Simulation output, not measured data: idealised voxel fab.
Process module in this document: voxel self aligned vias
Each square cell in cross-section cut measures 5 nm, and the section as a whole is 260 nm wide.
Cross-section, as written here: a square-cell grid given band by band from the top down, where a band holds one or more rows of cells.
It is stipulated that each band's entry specify, in nanometres, the height of the top of the band and then that of its bottom, followed by the materials of the band in left-to-right sequence, each together with its width in nanometres. A single material marked by the word "edge to edge" is understood to fill the band from edge to edge; the word "empty" is understood to denote empty space.
Convention: height 0 is the level below which the wafer, as received, is all one material. The lowest band does not terminate at the bottom but continues downward, represented as "from 0 down".
Quick explanation for "30->40": the width changes in equal steps down the rows of cells, from the first number in the band's top row to the second number in its bottom row.
"identical to before" (step): cross-section cells unchanged, all of them.
In the "Fully sealed cavities" entry, you get each enclosed empty space of 8 cells or more, one with no open way to the top, written width x height at distance, distance from the left edge, in nm.
Note: text after step settings on the step line = simulator remark on that step.
"overlay nm" denotes, for a step that has a mask, the displacement of the mask to the right of its planned place, with negative values corresponding to the left.
-- These are the steps we planned for the process
- 1: RECEIVE, material Si
- 2: CONFORMAL_DEP, material SiO2, thk nm 15
- 3: CONFORMAL_DEP, material SiCN, thk nm 5
- 4: DIRECTIONAL_DEP, material SiO2, thk nm 30
- 5: PATTERN, tone open, mask id LINES, material resist, width nm 30, pitch nm 60, thk nm 20, overlay nm 0
- 6: DIRECTIONAL_ETCH, etch materials SiO2, depth nm 30
- 7: STRIP, etch materials resist
- 8: CONFORMAL_DEP, material TiN, thk nm 5
- 9: FILL_DEP, material Ru, thk nm 10
- 10: CMP, height nm 50
- 11: SELECTIVE_ETCH, etch materials W Ru TiN, depth nm 5
- 12: FILL_DEP, material SiN, thk nm 10
- 13: CMP, height nm 50
- 14: DIRECTIONAL_DEP, material SiO2, thk nm 15
- 15: MASKED_ETCH, tone open, mask id VIAS, width nm 40, pitch nm 60, etch materials SiO2, depth nm 15, overlay nm 0
- 16: MASKED_ETCH, tone open, mask id VIAS, width nm 40, pitch nm 60, etch materials SiN, depth nm 5, overlay nm 0
- 17: CONFORMAL_DEP, material TiN, thk nm 5
- 18: FILL_DEP, material W, thk nm 10
- 19: CMP, height nm 65
- 20: CONFORMAL_DEP, material SiCN, thk nm 5
-- The first of a set of two wafers, run to plan
-- Wafer at receipt (post step 1), cross-section
> from 0 down: Si edge to edge
> Fully sealed cavities: none
-- After step 2: wafer cross-section
> from 15 to 0: SiO2 edge to edge
> below 0: unchanged
-- After step 3: wafer cross-section
> from 20 to 15: SiCN edge to edge
> below 15: unchanged
-- After step 4: wafer cross-section
> from 50 to 20: SiO2 edge to edge
> below 20: unchanged
-- After step 5: wafer cross-section
> from 70 to 50: resist: 55 | empty: 30 | resist: 30 | empty: 30 | resist: 30 | empty: 30 | resist: 55
> below 50: unchanged
-- After step 6: wafer cross-section
> from 70 to 50: resist: 55 | empty: 30 | resist: 30 | empty: 30 | resist: 30 | empty: 30 | resist: 55
> from 50 to 20: SiO2: 55 | empty: 30 | SiO2: 30 | empty: 30 | SiO2: 30 | empty: 30 | SiO2: 55
> below 20: unchanged
-- After step 7: wafer cross-section
> from 50 to 20: SiO2: 55 | empty: 30 | SiO2: 30 | empty: 30 | SiO2: 30 | empty: 30 | SiO2: 55
> below 20: unchanged
-- After step 8: wafer cross-section
> from 55 to 50: TiN: 60 | empty: 20 | TiN: 40 | empty: 20 | TiN: 40 | empty: 20 | TiN: 60
> from 50 to 25: SiO2: 55 | TiN: 5 | empty: 20 | TiN: 5 | SiO2: 30 | TiN: 5 | empty: 20 | TiN: 5 | SiO2: 30 | TiN: 5 | empty: 20 | TiN: 5 | SiO2: 55
> from 25 to 20: SiO2: 55 | TiN: 30 | SiO2: 30 | TiN: 30 | SiO2: 30 | TiN: 30 | SiO2: 55
> below 20: unchanged
-- After step 9: wafer cross-section
> from 65 to 55: Ru edge to edge
> from 55 to 50: TiN: 60 | Ru: 20 | TiN: 40 | Ru: 20 | TiN: 40 | Ru: 20 | TiN: 60
> from 50 to 25: SiO2: 55 | TiN: 5 | Ru: 20 | TiN: 5 | SiO2: 30 | TiN: 5 | Ru: 20 | TiN: 5 | SiO2: 30 | TiN: 5 | Ru: 20 | TiN: 5 | SiO2: 55
> below 25: unchanged
-- After step 10: wafer cross-section
> from 50 to 25: SiO2: 55 | TiN: 5 | Ru: 20 | TiN: 5 | SiO2: 30 | TiN: 5 | Ru: 20 | TiN: 5 | SiO2: 30 | TiN: 5 | Ru: 20 | TiN: 5 | SiO2: 55
> below 25: unchanged
-- After step 11: wafer cross-section
> from 50 to 45: SiO2: 55 | empty: 30 | SiO2: 30 | empty: 30 | SiO2: 30 | empty: 30 | SiO2: 55
> below 45: unchanged
-- After step 12: wafer cross-section
> from 60 to 50: SiN edge to edge
> from 50 to 45: SiO2: 55 | SiN: 30 | SiO2: 30 | SiN: 30 | SiO2: 30 | SiN: 30 | SiO2: 55
> below 45: unchanged
-- After step 13: wafer cross-section
> from 50 to 45: SiO2: 55 | SiN: 30 | SiO2: 30 | SiN: 30 | SiO2: 30 | SiN: 30 | SiO2: 55
> below 45: unchanged
-- After step 14: wafer cross-section
> from 65 to 50: SiO2 edge to edge
> below 50: unchanged
-- After step 15: wafer cross-section
> from 65 to 50: SiO2: 50 | empty: 40 | SiO2: 20 | empty: 40 | SiO2: 20 | empty: 40 | SiO2: 50
> below 50: unchanged
-- After step 16: wafer cross-section
> from 65 to 50: SiO2: 50 | empty: 40 | SiO2: 20 | empty: 40 | SiO2: 20 | empty: 40 | SiO2: 50
> from 50 to 45: SiO2: 55 | empty: 30 | SiO2: 30 | empty: 30 | SiO2: 30 | empty: 30 | SiO2: 55
> below 45: unchanged
-- After step 17: wafer cross-section
> from 70 to 65: TiN: 55 | empty: 30 | TiN: 30 | empty: 30 | TiN: 30 | empty: 30 | TiN: 55
> from 65 to 55: SiO2: 50 | TiN: 5 | empty: 30 | TiN: 5 | SiO2: 20 | TiN: 5 | empty: 30 | TiN: 5 | SiO2: 20 | TiN: 5 | empty: 30 | TiN: 5 | SiO2: 50
> from 55 to 50: SiO2: 50 | TiN: 10 | empty: 20 | TiN: 10 | SiO2: 20 | TiN: 10 | empty: 20 | TiN: 10 | SiO2: 20 | TiN: 10 | empty: 20 | TiN: 10 | SiO2: 50
> from 50 to 45: SiO2: 55 | TiN: 30 | SiO2: 30 | TiN: 30 | SiO2: 30 | TiN: 30 | SiO2: 55
> below 45: unchanged
-- After step 18: wafer cross-section
> from 80 to 70: W edge to edge
> from 70 to 65: TiN: 55 | W: 30 | TiN: 30 | W: 30 | TiN: 30 | W: 30 | TiN: 55
> from 65 to 55: SiO2: 50 | TiN: 5 | W: 30 | TiN: 5 | SiO2: 20 | TiN: 5 | W: 30 | TiN: 5 | SiO2: 20 | TiN: 5 | W: 30 | TiN: 5 | SiO2: 50
> from 55 to 50: SiO2: 50 | TiN: 10 | W: 20 | TiN: 10 | SiO2: 20 | TiN: 10 | W: 20 | TiN: 10 | SiO2: 20 | TiN: 10 | W: 20 | TiN: 10 | SiO2: 50
> below 50: unchanged
-- After step 19: wafer cross-section
> from 65 to 55: SiO2: 50 | TiN: 5 | W: 30 | TiN: 5 | SiO2: 20 | TiN: 5 | W: 30 | TiN: 5 | SiO2: 20 | TiN: 5 | W: 30 | TiN: 5 | SiO2: 50
> below 55: unchanged
-- After step 20: wafer cross-section
> from 70 to 65: SiCN edge to edge
> below 65: unchanged
-- The second wafer began exactly as the first did and followed the same plan, but one mistake was made while running it; through step 3 inclusive, the two wafers are identical
-- Second wafer, cut view, end of step 4 per plan
> from 50 to 20: TiN edge to edge
> below 20: unchanged
-- Second wafer, cut view, end of step 5 per plan
> from 70 to 50: resist: 55 | empty: 30 | resist: 30 | empty: 30 | resist: 30 | empty: 30 | resist: 55
> below 50: unchanged
Second wafer, cut view, end of step 6 per plan: identical to before
-- Second wafer, cut view, end of step 7 per plan
> from 50 to 20: TiN edge to edge
> below 20: unchanged
-- Second wafer, cut view, end of step 8 per plan
> from 55 to 20: TiN edge to edge
> below 20: unchanged
-- Second wafer, cut view, end of step 9 per plan
> from 65 to 55: Ru edge to edge
> below 55: unchanged
-- Second wafer, cut view, end of step 10 per plan
> from 50 to 20: TiN edge to edge
> below 20: unchanged
-- Second wafer, cut view, end of step 11 per plan
> from 45 to 20: TiN edge to edge
> below 20: unchanged
-- Second wafer, cut view, end of step 12 per plan
> from 55 to 45: SiN edge to edge
> below 45: unchanged
-- Second wafer, cut view, end of step 13 per plan
> from 50 to 45: SiN edge to edge
> below 45: unchanged
-- Second wafer, cut view, end of step 14 per plan
> from 65 to 50: SiO2 edge to edge
> below 50: unchanged
-- Second wafer, cut view, end of step 15 per plan
> from 65 to 50: SiO2: 50 | empty: 40 | SiO2: 20 | empty: 40 | SiO2: 20 | empty: 40 | SiO2: 50
> below 50: unchanged
-- Second wafer, cut view, end of step 16 per plan
> from 65 to 50: SiO2: 50 | empty: 40 | SiO2: 20 | empty: 40 | SiO2: 20 | empty: 40 | SiO2: 50
> from 50 to 45: SiN: 50 | empty: 40 | SiN: 20 | empty: 40 | SiN: 20 | empty: 40 | SiN: 50
> below 45: unchanged
-- Second wafer, cut view, end of step 17 per plan
> from 70 to 65: TiN: 55 | empty: 30 | TiN: 30 | empty: 30 | TiN: 30 | empty: 30 | TiN: 55
> from 65 to 50: SiO2: 50 | TiN: 5 | empty: 30 | TiN: 5 | SiO2: 20 | TiN: 5 | empty: 30 | TiN: 5 | SiO2: 20 | TiN: 5 | empty: 30 | TiN: 5 | SiO2: 50
> from 50 to 45: SiN: 50 | TiN: 40 | SiN: 20 | TiN: 40 | SiN: 20 | TiN: 40 | SiN: 50
> below 45: unchanged
-- Second wafer, cut view, end of step 18 per plan
> from 80 to 70: W edge to edge
> from 70 to 65: TiN: 55 | W: 30 | TiN: 30 | W: 30 | TiN: 30 | W: 30 | TiN: 55
> from 65 to 50: SiO2: 50 | TiN: 5 | W: 30 | TiN: 5 | SiO2: 20 | TiN: 5 | W: 30 | TiN: 5 | SiO2: 20 | TiN: 5 | W: 30 | TiN: 5 | SiO2: 50
> below 50: unchanged
-- Second wafer, cut view, end of step 19 per plan
> from 65 to 50: SiO2: 50 | TiN: 5 | W: 30 | TiN: 5 | SiO2: 20 | TiN: 5 | W: 30 | TiN: 5 | SiO2: 20 | TiN: 5 | W: 30 | TiN: 5 | SiO2: 50
> below 50: unchanged
-- Second wafer, cut view, end of step 20 per plan
> from 70 to 65: SiCN edge to edge
> below 65: unchanged
Which mistake was made when the wafer was run? the process deviated at step 4: the operation and settings actually run there were DIRECTIONAL_DEP, material TiN, thk nm 30
Materials where the second wafer ends with more or fewer cells than the first: Ru -48 | SiN +28 | SiO2 -204 | TiN +218 | W +6
